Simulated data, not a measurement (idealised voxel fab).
process module | voxel released beams
cross-section cut | 145 nm wide | cells 5 nm
A cross-section is a grid of square cells, given in bands from the top down. A band is one or more rows of cells.
Each band's line starts with the height of the band's top and of its bottom, in nm. Then come its materials from left to right, each with its width in nm. One material with "throughout" fills the band from edge to edge. "air" is empty space.
Height 0 is the level under which the wafer as received is all one material. The lowest band goes on downwards, as in "0 down".
A width such as "30 to 40" changes by the same amount from each row of cells to the next, from the band's top row to its bottom row.
"no change" after a step means that no cell of the cross-section changed.
closed voids: empty space of 8 cells or more with no open way to the top, each as width x height at its distance from the left edge, in nm
after a step's settings: what the simulator itself notes on the step
overlay nm, on a step with a mask: how far to the right of its planned place the mask lay; to the left if negative
plan
1 op RECEIVE | material Si
2 op CONFORMAL_DEP | material Al2O3 | thk nm 10
3 op DIRECTIONAL_DEP | material SiO2 | thk nm 20
4 op DIRECTIONAL_DEP | material aC | thk nm 15
5 op PATTERN | tone open | mask id ANCHOR | material resist | width nm 25 | thk nm 30 | overlay nm 0
6 op DIRECTIONAL_ETCH | etch materials aC | depth nm 15
7 op STRIP | etch materials resist
8 op DIRECTIONAL_ETCH | etch materials SiO2 | depth nm 20
9 op STRIP | etch materials aC
10 op CONFORMAL_DEP | material SiN | thk nm 10
11 op PATTERN | tone cover | mask id BEAM | material resist | width nm 80 | thk nm 15 | overlay nm 0
12 op DIRECTIONAL_ETCH | etch materials SiN | depth nm 10
13 op STRIP | etch materials resist
14 op STRIP | etch materials SiO2
first wafer, as planned
as received, after step 1
  0 down: Si throughout
  closed voids: none
after step 2
  10 to 0: Al2O3 throughout
  below 0: unchanged
after step 3
  30 to 10: SiO2 throughout
  below 10: unchanged
after step 4
  45 to 30: aC throughout
  below 30: unchanged
after step 5
  75 to 45: resist 35 | air 25 | resist 85
  below 45: unchanged
after step 6
  60 to 45: resist 35 | air 25 | resist 85
  45 to 30: aC 35 | air 25 | aC 85
  below 30: unchanged
after step 7
  45 to 30: aC 35 | air 25 | aC 85
  below 30: unchanged
after step 8
  45 to 30: aC 35 | air 25 | aC 85
  30 to 10: SiO2 35 | air 25 | SiO2 85
  below 10: unchanged
after step 9
  30 to 10: SiO2 35 | air 25 | SiO2 85
  below 10: unchanged
after step 10
  40 to 30: SiN 45 | air 5 | SiN 95
  30 to 20: SiO2 35 | SiN 10 | air 5 | SiN 10 | SiO2 85
  20 to 10: SiO2 35 | SiN 25 | SiO2 85
  below 10: unchanged
after step 11
  55 to 40: air 30 | resist 80 | air 35
  40 to 30: SiN 45 | resist 5 | SiN 95
  30 to 20: SiO2 35 | SiN 10 | resist 5 | SiN 10 | SiO2 85
  below 20: unchanged
after step 12
  55 to 40: air 30 | resist 80 | air 35
  40 to 30: air 30 | SiN 15 | resist 5 | SiN 60 | air 35
  below 30: unchanged
after step 13
  40 to 30: air 30 | SiN 15 | air 5 | SiN 60 | air 35
  30 to 20: SiO2 35 | SiN 10 | air 5 | SiN 10 | SiO2 85
  below 20: unchanged
after step 14
  40 to 30: air 30 | SiN 15 | air 5 | SiN 60 | air 35
  30 to 20: air 35 | SiN 10 | air 5 | SiN 10 | air 85
  20 to 10: air 35 | SiN 25 | air 85
  below 10: unchanged
second wafer: like start, like plan, one mistake. Through step 1 it matches the first wafer
when step 2 should have ended: no change
when step 3 should have ended
  20 to 0: SiO2 throughout
  below 0: unchanged
when step 4 should have ended
  35 to 20: aC throughout
  below 20: unchanged
when step 5 should have ended
  65 to 35: resist 35 | air 25 | resist 85
  below 35: unchanged
when step 6 should have ended
  50 to 35: resist 35 | air 25 | resist 85
  35 to 20: aC 35 | air 25 | aC 85
  below 20: unchanged
when step 7 should have ended
  35 to 20: aC 35 | air 25 | aC 85
  below 20: unchanged
when step 8 should have ended
  35 to 20: aC 35 | air 25 | aC 85
  20 to 0: SiO2 35 | air 25 | SiO2 85
  below 0: unchanged
when step 9 should have ended
  20 to 0: SiO2 35 | air 25 | SiO2 85
  below 0: unchanged
when step 10 should have ended
  30 to 20: SiN 45 | air 5 | SiN 95
  20 to 10: SiO2 35 | SiN 10 | air 5 | SiN 10 | SiO2 85
  10 to 0: SiO2 35 | SiN 25 | SiO2 85
  below 0: unchanged
when step 11 should have ended
  45 to 30: air 30 | resist 80 | air 35
  30 to 20: SiN 45 | resist 5 | SiN 95
  20 to 10: SiO2 35 | SiN 10 | resist 5 | SiN 10 | SiO2 85
  below 10: unchanged
when step 12 should have ended
  45 to 30: air 30 | resist 80 | air 35
  30 to 20: air 30 | SiN 15 | resist 5 | SiN 60 | air 35
  below 20: unchanged
when step 13 should have ended
  30 to 20: air 30 | SiN 15 | air 5 | SiN 60 | air 35
  20 to 10: SiO2 35 | SiN 10 | air 5 | SiN 10 | SiO2 85
  below 10: unchanged
when step 14 should have ended
  30 to 20: air 30 | SiN 15 | air 5 | SiN 60 | air 35
  20 to 10: air 35 | SiN 10 | air 5 | SiN 10 | air 85
  10 to 0: air 35 | SiN 25 | air 85
  below 0: unchanged
what went wrong: step 2 was left out
at the end the second wafer has, in cells: 58 fewer of Al2O3
